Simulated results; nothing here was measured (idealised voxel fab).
The following is a process module called voxel air gaps.
The width of the displayed cross-section, cut, is 235 nm; its cells are square, with a size of 5 nm.
Just so we're on the same page, the cross-sections are grids of square cells, and they're listed out in bands top to bottom, each band one or more rows deep. Quick guide to a band line: top height, bottom height (nm) up front; then every material left to right with its width in nm. Only one material and it's marked "all across"? Then it fills the band edge to edge. And "blank" just means empty space. Height reference: 0 = level under which incoming wafer is all one material. Lowest band: no bottom, runs on downward, e.g. "0..down". The width entry "30->40" should be interpreted row by row: the top row of cells in the band takes the first number, the bottom row takes the second number, and the change between adjacent rows is uniform throughout. Take "stayed the same" at face value: in the step it is given for, the cross-section changed in none of its cells. This entry, "Enclosed cavity list", enumerates those empty regions of no fewer than 8 cells that possess no open connection to the top. Each region is reported in the form width x height at distance, the distance being taken from the left edge, with all three quantities expressed in nm. What comes after the settings on a step's line is commentary from the simulator itself on that step. You can add "overlay nm" to a step's line. For a step with a mask, it describes how far the mask lay to the right of its planned position, and a negative number describes a lay to the left.
**plan**
| 1 | RECEIVE [material Si] |
| 2 | CONFORMAL_DEP [material SiO2] [thk nm 10] |
| 3 | CONFORMAL_DEP [material SiN] [thk nm 5] |
| 4 | DIRECTIONAL_DEP [material SiO2] [thk nm 40] |
| 5 | DIRECTIONAL_DEP [material aC] [thk nm 15] |
| 6 | PATTERN [tone open] [mask id LINES] [material resist] [width nm 25] [pitch nm 55] [thk nm 30] [overlay nm 0] |
| 7 | DIRECTIONAL_ETCH [etch materials aC] [depth nm 15] |
| 8 | STRIP [etch materials resist] |
| 9 | DIRECTIONAL_ETCH [etch materials SiO2] [depth nm 40] |
| 10 | STRIP [etch materials aC] |
| 11 | CONFORMAL_DEP [material TiN] [thk nm 5] |
| 12 | FILL_DEP [material Cu] [thk nm 5] |
| 13 | CMP [height nm 55] |
| 14 | EPI [material Ru] [thk nm 10] |
| 15 | SELECTIVE_ETCH [etch materials SiO2] [depth nm 50] |
| 16 | CONFORMAL_DEP [material SiCN] [thk nm 5] |
**Cross-section of the wafer at receipt, which is the condition after step 1**
* 0..down: Si all across
* Enclosed cavity list: none
**The following cross-section depicts the wafer upon conclusion of the module. Processing commenced from the starting condition illustrated above and adhered to the plan illustrated above, save for one mistake in execution**
* 65..55: 10 nm blank, 45 nm Ru, 10 nm blank, 45 nm Ru, 10 nm blank, 45 nm Ru, 10 nm blank, 45 nm Ru, 15 nm blank
* 55..20: 20 nm blank, 5 nm TiN, 15 nm Cu, 5 nm TiN, 30 nm blank, 5 nm TiN, 15 nm Cu, 5 nm TiN, 30 nm blank, 5 nm TiN, 15 nm Cu, 5 nm TiN, 30 nm blank, 5 nm TiN, 15 nm Cu, 5 nm TiN, 25 nm blank
* 20..15: 20 nm blank, 25 nm TiN, 30 nm blank, 25 nm TiN, 30 nm blank, 25 nm TiN, 30 nm blank, 25 nm TiN, 25 nm blank
* 15..10: SiN all across
* 10..0: SiO2 all across
* 0..down: Si all across
* Enclosed cavity list: none
Here's what went sideways: step 16 of the plan was bypassed and not carried out
